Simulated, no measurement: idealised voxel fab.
This is a process module. Its name is voxel self aligned contacts.
The width of the displayed cross-section, cut, is 255 nm; its cells are square, with a size of 5 nm.
In what follows, cross-sections appear as grids of square cells, described through bands that run from the top down, where every band is one or more rows of cells.
Basically the band line says how high the top is and how high the bottom is, in nm, and then what's in it from left to right, every material with its width in nm. Empty space shows up as "empty", and if a single material carries "all across" it runs the full band edge to edge.
Below 0: as-received wafer, all one material; heights counted from there. Lowest band: no bottom, goes on down, written "0 down".
A two-number width, for instance "30..40", indicates that the width is equal to the first number in the top row of the band and to the second number in the bottom row, and that it changes by a constant amount per row of cells.
"all unchanged" (step): cross-section cells unchanged, all of them.
The label "Sealed internal cavities" introduces a list of the empty spaces, 8 cells or larger, that have no open way up to the top; each entry in it reads width x height at distance, where the distance is taken from the left edge and all three are stated in nm.
Formally, on a step line, whatever follows the settings is a remark that the simulator itself makes on the step.
"overlay nm" denotes, for a step that has a mask, the displacement of the mask to the right of its planned place, with negative values corresponding to the left.
## Intended process steps
1 op RECEIVE | material Si
2 op CONFORMAL_DEP | material SiO2 | thk nm 5
3 op DIRECTIONAL_DEP | material polySi | thk nm 25
4 op DIRECTIONAL_DEP | material SiN | thk nm 25
5 op PATTERN | tone cover | mask id GATE | material resist | width nm 25 | pitch nm 60 | thk nm 15 | overlay nm 0
6 op DIRECTIONAL_ETCH | etch materials SiN | depth nm 25
7 op DIRECTIONAL_ETCH | etch materials polySi | depth nm 25
8 op STRIP | etch materials resist
9 op CONFORMAL_DEP | material SiN | thk nm 10
10 op DIRECTIONAL_ETCH | etch materials SiN | depth nm 10
11 op FILL_DEP | material SiO2 | thk nm 15
12 op CMP | height nm 60
13 op PATTERN | tone open | mask id CONTACT | material resist | width nm 45 | thk nm 15 | overlay nm 0
14 op DIRECTIONAL_ETCH | etch materials SiO2 | depth nm 60
15 op STRIP | etch materials resist
16 op CONFORMAL_DEP | material TiN | thk nm 5
17 op FILL_DEP | material Ru | thk nm 5
18 op CMP | height nm 60
19 op CONFORMAL_DEP | material SiCN | thk nm 5
## Run as planned: first of two wafers
## as received, after step 1
    0 down: Si all across
    Sealed internal cavities: none
## Take a look at the wafer's cross-section after step 2
    5 to 0: SiO2 all across
    Rest of section, below 0: as before.
## Take a look at the wafer's cross-section after step 3
    30 to 5: polySi all across
    Rest of section, below 5: as before.
## Take a look at the wafer's cross-section after step 4
    55 to 30: SiN all across
    Rest of section, below 30: as before.
## Take a look at the wafer's cross-section after step 5
    70 to 55: empty 85 nm | resist 25 nm | empty 35 nm | resist 25 nm | empty 85 nm
    Rest of section, below 55: as before.
## Take a look at the wafer's cross-section after step 6
    70 to 55: empty 85 nm | resist 25 nm | empty 35 nm | resist 25 nm | empty 85 nm
    55 to 30: empty 85 nm | SiN 25 nm | empty 35 nm | SiN 25 nm | empty 85 nm
    Rest of section, below 30: as before.
## Take a look at the wafer's cross-section after step 7
    70 to 55: empty 85 nm | resist 25 nm | empty 35 nm | resist 25 nm | empty 85 nm
    55 to 30: empty 85 nm | SiN 25 nm | empty 35 nm | SiN 25 nm | empty 85 nm
    30 to 5: empty 85 nm | polySi 25 nm | empty 35 nm | polySi 25 nm | empty 85 nm
    Rest of section, below 5: as before.
## Take a look at the wafer's cross-section after step 8
    55 to 30: empty 85 nm | SiN 25 nm | empty 35 nm | SiN 25 nm | empty 85 nm
    Rest of section, below 30: as before.
## Take a look at the wafer's cross-section after step 9
    65 to 30: empty 75 nm | SiN 45 nm | empty 15 nm | SiN 45 nm | empty 75 nm
    30 to 15: empty 75 nm | SiN 10 nm | polySi 25 nm | SiN 10 nm | empty 15 nm | SiN 10 nm | polySi 25 nm | SiN 10 nm | empty 75 nm
    15 to 5: SiN 85 nm | polySi 25 nm | SiN 35 nm | polySi 25 nm | SiN 85 nm
    Rest of section, below 5: as before.
## Take a look at the wafer's cross-section after step 10
    55 to 30: empty 75 nm | SiN 45 nm | empty 15 nm | SiN 45 nm | empty 75 nm
    30 to 5: empty 75 nm | SiN 10 nm | polySi 25 nm | SiN 10 nm | empty 15 nm | SiN 10 nm | polySi 25 nm | SiN 10 nm | empty 75 nm
    Rest of section, below 5: as before.
## Take a look at the wafer's cross-section after step 11
    70 to 55: SiO2 all across
    55 to 30: SiO2 75 nm | SiN 45 nm | SiO2 15 nm | SiN 45 nm | SiO2 75 nm
    30 to 5: SiO2 75 nm | SiN 10 nm | polySi 25 nm | SiN 10 nm | SiO2 15 nm | SiN 10 nm | polySi 25 nm | SiN 10 nm | SiO2 75 nm
    Rest of section, below 5: as before.
## Take a look at the wafer's cross-section after step 12
    60 to 55: SiO2 all across
    Rest of section, below 55: as before.
## Take a look at the wafer's cross-section after step 13
    75 to 60: resist 105 nm | empty 45 nm | resist 105 nm
    Rest of section, below 60: as before.
## Take a look at the wafer's cross-section after step 14
    75 to 60: resist 105 nm | empty 45 nm | resist 105 nm
    60 to 55: SiO2 105 nm | empty 45 nm | SiO2 105 nm
    55 to 30: SiO2 75 nm | SiN 45 nm | empty 15 nm | SiN 45 nm | SiO2 75 nm
    30 to 5: SiO2 75 nm | SiN 10 nm | polySi 25 nm | SiN 10 nm | empty 15 nm | SiN 10 nm | polySi 25 nm | SiN 10 nm | SiO2 75 nm
    5 to 0: SiO2 120 nm | empty 15 nm | SiO2 120 nm
    Rest of section, below 0: as before.
## Take a look at the wafer's cross-section after step 15
    60 to 55: SiO2 105 nm | empty 45 nm | SiO2 105 nm
    Rest of section, below 55: as before.
## Take a look at the wafer's cross-section after step 16
    65 to 60: TiN 110 nm | empty 35 nm | TiN 110 nm
    60 to 55: SiO2 105 nm | TiN 20 nm | empty 5 nm | TiN 20 nm | SiO2 105 nm
    55 to 30: SiO2 75 nm | SiN 45 nm | TiN 5 nm | empty 5 nm | TiN 5 nm | SiN 45 nm | SiO2 75 nm
    30 to 5: SiO2 75 nm | SiN 10 nm | polySi 25 nm | SiN 10 nm | TiN 5 nm | empty 5 nm | TiN 5 nm | SiN 10 nm | polySi 25 nm | SiN 10 nm | SiO2 75 nm
    5 to 0: SiO2 120 nm | TiN 15 nm | SiO2 120 nm
    Rest of section, below 0: as before.
## Take a look at the wafer's cross-section after step 17
    70 to 65: Ru all across
    65 to 60: TiN 110 nm | Ru 35 nm | TiN 110 nm
    60 to 55: SiO2 105 nm | TiN 20 nm | Ru 5 nm | TiN 20 nm | SiO2 105 nm
    55 to 30: SiO2 75 nm | SiN 45 nm | TiN 5 nm | Ru 5 nm | TiN 5 nm | SiN 45 nm | SiO2 75 nm
    30 to 5: SiO2 75 nm | SiN 10 nm | polySi 25 nm | SiN 10 nm | TiN 5 nm | Ru 5 nm | TiN 5 nm | SiN 10 nm | polySi 25 nm | SiN 10 nm | SiO2 75 nm
    Rest of section, below 5: as before.
## Take a look at the wafer's cross-section after step 18
    60 to 55: SiO2 105 nm | TiN 20 nm | Ru 5 nm | TiN 20 nm | SiO2 105 nm
    Rest of section, below 55: as before.
## Take a look at the wafer's cross-section after step 19
    65 to 60: SiCN all across
    Rest of section, below 60: as before.
## Regarding the second of the two wafers: it shared the first wafer's starting condition and process plan, yet one error occurred during its execution. Its history coincides with that of the first wafer up to and including step 3
## Second wafer, cut view, end of step 4 per plan
    80 to 30: SiN all across
    Rest of section, below 30: as before.
## Second wafer, cut view, end of step 5 per plan
    95 to 80: empty 85 nm | resist 25 nm | empty 35 nm | resist 25 nm | empty 85 nm
    Rest of section, below 80: as before.
## Second wafer, cut view, end of step 6 per plan
    95 to 80: empty 85 nm | resist 25 nm | empty 35 nm | resist 25 nm | empty 85 nm
    80 to 55: empty 85 nm | SiN 25 nm | empty 35 nm | SiN 25 nm | empty 85 nm
    Rest of section, below 55: as before.
Second wafer, cut view, end of step 7 per plan: all unchanged
## Second wafer, cut view, end of step 8 per plan
    80 to 55: empty 85 nm | SiN 25 nm | empty 35 nm | SiN 25 nm | empty 85 nm
    Rest of section, below 55: as before.
## Second wafer, cut view, end of step 9 per plan
    90 to 65: empty 75 nm | SiN 45 nm | empty 15 nm | SiN 45 nm | empty 75 nm
    65 to 30: SiN all across
    Rest of section, below 30: as before.
## Second wafer, cut view, end of step 10 per plan
    80 to 55: empty 75 nm | SiN 45 nm | empty 15 nm | SiN 45 nm | empty 75 nm
    Rest of section, below 55: as before.
## Second wafer, cut view, end of step 11 per plan
    95 to 80: SiO2 all across
    80 to 55: SiO2 75 nm | SiN 45 nm | SiO2 15 nm | SiN 45 nm | SiO2 75 nm
    Rest of section, below 55: as before.
## Second wafer, cut view, end of step 12 per plan
    60 to 55: SiO2 75 nm | SiN 45 nm | SiO2 15 nm | SiN 45 nm | SiO2 75 nm
    Rest of section, below 55: as before.
## Second wafer, cut view, end of step 13 per plan
    75 to 60: resist 105 nm | empty 45 nm | resist 105 nm
    Rest of section, below 60: as before.
## Second wafer, cut view, end of step 14 per plan
    75 to 60: resist 105 nm | empty 45 nm | resist 105 nm
    60 to 55: SiO2 75 nm | SiN 45 nm | empty 15 nm | SiN 45 nm | SiO2 75 nm
    Rest of section, below 55: as before.
## Second wafer, cut view, end of step 15 per plan
    60 to 55: SiO2 75 nm | SiN 45 nm | empty 15 nm | SiN 45 nm | SiO2 75 nm
    Rest of section, below 55: as before.
## Second wafer, cut view, end of step 16 per plan
    65 to 60: TiN 125 nm | empty 5 nm | TiN 125 nm
    60 to 55: SiO2 75 nm | SiN 45 nm | TiN 15 nm | SiN 45 nm | SiO2 75 nm
    Rest of section, below 55: as before.
## Second wafer, cut view, end of step 17 per plan
    70 to 65: Ru all across
    65 to 60: TiN 125 nm | Ru 5 nm | TiN 125 nm
    Rest of section, below 60: as before.
## Second wafer, cut view, end of step 18 per plan
    60 to 55: SiO2 75 nm | SiN 45 nm | TiN 15 nm | SiN 45 nm | SiO2 75 nm
    Rest of section, below 55: as before.
## Second wafer, cut view, end of step 19 per plan
    65 to 60: SiCN all across
    Rest of section, below 60: as before.
What went wrong in running the wafer? heads up, step 4 of the plan got done twice
It is noted that, at the conclusion of processing, the second wafer exhibits a higher or lower cell count for certain materials relative to the first: Ru -11, SiN +143, SiO2 -309, TiN -28, polySi +205
